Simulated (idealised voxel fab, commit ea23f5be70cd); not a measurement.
voxel self aligned contacts: a process module
Cross-sectional view cut (width: 295 nm; square cell size: 5 nm).
Each cross-section below is a grid of square cells, stated as bands in top-down order, with one or more rows of cells making up each band. Basically the band line says how high the top is and how high the bottom is, in nm, and then what's in it from left to right, every material with its width in nm. Empty space shows up as "air", and if a single material carries "full width" it runs the full band edge to edge. Height is counted from the level 0, under which the received wafer is composed throughout of one material. The lowest of the bands is not closed at the bottom but continues downward, in the notation "from 0 down". The width entry "30 to 40" should be interpreted row by row: the top row of cells in the band takes the first number, the bottom row takes the second number, and the change between adjacent rows is uniform throughout. "no alterations made", as given for a step, is the statement that not any cell of the cross-section underwent a change during that step. Under "Sealed internal cavities" you'll find the enclosed gaps, the ones with no way out to the top, that are 8 cells or bigger; each reads width x height at distance, with distance counted from the left edge, everything in nm. Formally, on a step line, whatever follows the settings is a remark that the simulator itself makes on the step. The optional step-line setting "overlay nm" applies to steps with a mask and quantifies how far to the right of its planned location the mask lay, a negative value indicating leftward placement.

## List of planned process steps
| 1 | RECEIVE | material Si |
| 2 | CONFORMAL_DEP | material SiO2 | thk nm 5 |
| 3 | DIRECTIONAL_DEP | material polySi | thk nm 25 |
| 4 | DIRECTIONAL_DEP | material SiN | thk nm 20 |
| 5 | PATTERN | tone cover | mask id GATE | material resist | width nm 30 | pitch nm 75 | thk nm 15 | overlay nm 0 |
| 6 | DIRECTIONAL_ETCH | etch materials SiN | depth nm 20 |
| 7 | DIRECTIONAL_ETCH | etch materials polySi | depth nm 25 |
| 8 | STRIP | etch materials resist |
| 9 | CONFORMAL_DEP | material SiN | thk nm 10 |
| 10 | DIRECTIONAL_ETCH | etch materials SiN | depth nm 10 |
| 11 | FILL_DEP | material SiO2 | thk nm 15 |
| 12 | CMP | height nm 55 |
| 13 | MASKED_ETCH | tone open | mask id CONTACT | width nm 55 | etch materials SiO2 | depth nm 55 | overlay nm 0 |
| 14 | CONFORMAL_DEP | material TiN | thk nm 5 |
| 15 | FILL_DEP | material Ru | thk nm 5 |
| 16 | CMP | height nm 55 |
| 17 | CONFORMAL_DEP | material SiN | thk nm 5 |

## Cross-sectional view of the wafer in its as-received condition, corresponding to the state after step 1
  from 0 down | Si full width
  Sealed internal cavities: none

## End state of the module in cross-section, given the above starting point and plan and one mistake in execution
  from 55 to 50 | SiN full width
  from 50 to 30 | 85 of SiO2 | 50 of SiN | 5 of TiN | 15 of Ru | 5 of TiN | 50 of SiN | 85 of SiO2
  from 30 to 5 | 85 of SiO2 | 10 of SiN | 30 of polySi | 10 of SiN | 5 of TiN | 15 of Ru | 5 of TiN | 10 of SiN | 30 of polySi | 10 of SiN | 85 of SiO2
  from 5 to 0 | 135 of SiO2 | 25 of TiN | 135 of SiO2
  from 0 down | Si full width
  Sealed internal cavities: none
Short version of what went wrong: step 16: run off-plan, actual operation and settings CMP | height nm 50
